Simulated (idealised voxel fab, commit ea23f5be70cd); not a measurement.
process module | voxel wiring stack
cross-section cut | 285 nm wide | cells 5 nm
A cross-section is a grid of square cells, given in bands from the top down. A band is one or more rows of cells.
Each band's line starts with the height of the band's top and of its bottom, in nm. Then come its materials from left to right, each with its width in nm. One material with "throughout" fills the band from edge to edge. "air" is empty space.
Height 0 is the level under which the wafer as received is all one material. The lowest band goes on downwards, as in "0 down".
A width such as "30 to 40" changes by the same amount from each row of cells to the next, from the band's top row to its bottom row.
"no change" after a step means that no cell of the cross-section changed.
closed voids: empty space of 8 cells or more with no open way to the top, each as width x height at its distance from the left edge, in nm
after a step's settings: what the simulator itself notes on the step
overlay nm, on a step with a mask: how far to the right of its planned place the mask lay; to the left if negative
plan
1 op RECEIVE | material Si
2 op CONFORMAL_DEP | material SiO2 | thk nm 15
3 op DIRECTIONAL_DEP | material TiN | thk nm 5
4 op DIRECTIONAL_DEP | material Ru | thk nm 15
5 op PATTERN | tone cover | mask id METAL_1 | material resist | width nm 30 | pitch nm 45 | thk nm 15 | overlay nm 0
6 op DIRECTIONAL_ETCH | etch materials Ru | depth nm 15
7 op DIRECTIONAL_ETCH | etch materials TiN | depth nm 5
8 op STRIP | etch materials resist
9 op CONFORMAL_DEP | material SiCN | thk nm 5
10 op FILL_DEP | material SiO2 | thk nm 10
11 op CMP | height nm 35
12 op CONFORMAL_DEP | material SiCN | thk nm 5
13 op DIRECTIONAL_DEP | material lowk | thk nm 20
14 op DIRECTIONAL_DEP | material aC | thk nm 10
15 op PATTERN | tone open | mask id PLUG_1 | material resist | width nm 15 | thk nm 25 | overlay nm 0
16 op DIRECTIONAL_ETCH | etch materials aC | depth nm 10
17 op STRIP | etch materials resist
18 op DIRECTIONAL_ETCH | etch materials lowk | depth nm 20
19 op DIRECTIONAL_ETCH | etch materials SiCN | depth nm 5
20 op STRIP | etch materials aC
21 op CONFORMAL_DEP | material TiN | thk nm 5
22 op FILL_DEP | material W | thk nm 10
23 op CMP | height nm 60
24 op CONFORMAL_DEP | material SiCN | thk nm 5
25 op DIRECTIONAL_DEP | material SiO2 | thk nm 15
26 op MASKED_ETCH | tone open | mask id METAL_2 | width nm 30 | pitch nm 45 | etch materials SiO2 | depth nm 15 | overlay nm 0
27 op MASKED_ETCH | tone open | mask id METAL_2 | width nm 30 | pitch nm 45 | etch materials SiCN | depth nm 5 | overlay nm 0
28 op CONFORMAL_DEP | material TiN | thk nm 5
29 op FILL_DEP | material Cu | thk nm 10
30 op CMP | height nm 80
31 op CONFORMAL_DEP | material SiCN | thk nm 5
32 op DIRECTIONAL_DEP | material lowk | thk nm 10
33 op MASKED_ETCH | tone open | mask id PLUG_2 | width nm 15 | etch materials lowk | depth nm 10 | overlay nm 0
34 op MASKED_ETCH | tone open | mask id PLUG_2 | width nm 15 | etch materials SiCN | depth nm 5 | overlay nm 0
35 op EPI | material Ru | thk nm 10
36 op EPI | material Ru | thk nm 5
37 op CONFORMAL_DEP | material SiN | thk nm 5
38 op DIRECTIONAL_DEP | material SiO2 | thk nm 15
39 op DIRECTIONAL_DEP | material aC | thk nm 15
40 op PATTERN | tone open | mask id METAL_3 | material resist | width nm 30 | pitch nm 45 | thk nm 35 | overlay nm 0
41 op DIRECTIONAL_ETCH | etch materials aC | depth nm 15
42 op STRIP | etch materials resist
43 op DIRECTIONAL_ETCH | etch materials SiO2 | depth nm 15
44 op DIRECTIONAL_ETCH | etch materials SiN | depth nm 5
45 op STRIP | etch materials aC
46 op CONFORMAL_DEP | material TiN | thk nm 5
47 op FILL_DEP | material Ru | thk nm 10
48 op CMP | height nm 115
49 op CONFORMAL_DEP | material SiCN | thk nm 5
50 op DIRECTIONAL_DEP | material lowk | thk nm 30
51 op PATTERN | tone open | mask id METAL_4_HOLES | material resist | width nm 15 | thk nm 20 | overlay nm 0
52 op DIRECTIONAL_ETCH | etch materials lowk | depth nm 30
53 op STRIP | etch materials resist
54 op PATTERN | tone open | mask id METAL_4 | material resist | width nm 30 | pitch nm 45 | thk nm 15 | overlay nm 0
55 op DIRECTIONAL_ETCH | etch materials lowk | depth nm 20
56 op DIRECTIONAL_ETCH | etch materials SiCN | depth nm 5
57 op STRIP | etch materials resist
58 op CONFORMAL_DEP | material TiN | thk nm 5
59 op FILL_DEP | material Cu | thk nm 5
60 op CMP | height nm 150
61 op CONFORMAL_DEP | material SiN | thk nm 5
as received, after step 1
  0 down: Si throughout
  closed voids: none
a wafer at the end: this start, this plan, one mistake
  155 to 150: SiN throughout
  150 to 135: lowk 105 | TiN 5 | Cu 20 | TiN 5 | lowk 15 | TiN 5 | Cu 20 | TiN 5 | lowk 105
  135 to 130: lowk 105 | TiN 5 | Cu 5 | TiN 20 | lowk 15 | TiN 30 | lowk 105
  130 to 120: lowk 105 | TiN 5 | Cu 5 | TiN 5 | lowk 165
  120 to 115: SiCN 105 | TiN 15 | SiCN 165
  115 to 100: SiO2 105 | TiN 5 | Ru 20 | TiN 5 | SiO2 15 | TiN 5 | Ru 20 | TiN 5 | SiO2 105
  100 to 95: SiN 105 | TiN 30 | SiN 15 | TiN 30 | SiN 105
  95 to 90: SiCN 105 | SiN 5 | TiN 5 | SiN 5 | SiCN 165
  90 to 80: lowk throughout
  80 to 65: SiO2 105 | TiN 5 | Cu 20 | TiN 5 | SiO2 15 | TiN 5 | Cu 20 | TiN 5 | SiO2 105
  65 to 60: SiCN 105 | TiN 30 | SiCN 15 | TiN 30 | SiCN 105
  60 to 40: lowk 105 | TiN 5 | W 5 | TiN 5 | lowk 165
  40 to 35: SiCN 105 | TiN 15 | SiCN 165
  35 to 20: SiO2 100 | SiCN 5 | Ru 30 | SiCN 5 | SiO2 5 | SiCN 5 | Ru 30 | SiCN 5 | SiO2 100
  20 to 15: SiCN 105 | TiN 30 | SiCN 15 | TiN 30 | SiCN 105
  15 to 0: SiO2 throughout
  0 down: Si throughout
  closed voids: none
what went wrong: steps 31 and 32 were swapped
